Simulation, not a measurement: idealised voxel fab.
Process module, titled voxel released beams
Each square cell in cross-section cut measures 5 nm, and the section as a whole is 175 nm wide.
A cross-section in this document is a grid of square cells, and it is written down as bands, the top band listed before the ones below it; a band is made up of one or more rows of cells.
Within each band entry, the heights of the top and of the bottom of the band appear first, in that order and in nm; the materials of the band then follow from left to right, each with its corresponding width in nm. The designation "full width" on a single material indicates that it fills the band from edge to edge; the designation "blank" indicates empty space.
It should be noted that heights are counted from 0, beneath which the wafer as supplied is of one material throughout, and that the lowest band possesses no lower boundary but continues downward, as written in "z 0 and below".
Per-row width for "30->40": begins at first number (top row of band), ends at second number (bottom row), increment between rows held constant.
Given "no change" for a step, no cell of the cross-section differs between before and after that step.
Reported under the label "Enclosed void entries" are the empty spaces having no open way to the top and comprising 8 cells or more; the notation for each is width x height at distance, in which the distance is measured from the left edge and all three values are in nm.
What comes after the settings on a step's line is commentary from the simulator itself on that step.
The "overlay nm" setting may appear on a step's line; for a step that uses a mask, it gives how far to the right of its planned position the mask lay, and a negative value indicates the left.

The following list gives the planned process steps:
1) RECEIVE, material Si
2) CONFORMAL_DEP, material SiN, thk nm 10
3) DIRECTIONAL_DEP, material SiO2, thk nm 15
4) PATTERN, tone open, mask id ANCHOR, material resist, width nm 45, thk nm 20, overlay nm 0
5) DIRECTIONAL_ETCH, etch materials SiO2, depth nm 15
6) STRIP, etch materials resist
7) CONFORMAL_DEP, material W, thk nm 15
8) MASKED_ETCH, tone cover, mask id BEAM, width nm 110, etch materials W, depth nm 15, overlay nm 0
9) STRIP, etch materials SiO2

As received (post step 1): cross-section:
	z 0 and below  Si full width
	Enclosed void entries: none

Look at the cross-section after the module: the wafer started out the way shown above and the plan was the one shown above, yet one mistake was made along the way:
	z 55 to 40  blank: 30, then W: 110, then blank: 35
	z 40 to 25  W full width
	z 25 to 10  SiO2: 35, then W: 45, then SiO2: 95
	z 10 to 0  SiN full width
	z 0 and below  Si full width
	Enclosed void entries: none
Error vs. plan: plan step 7 was twice executed
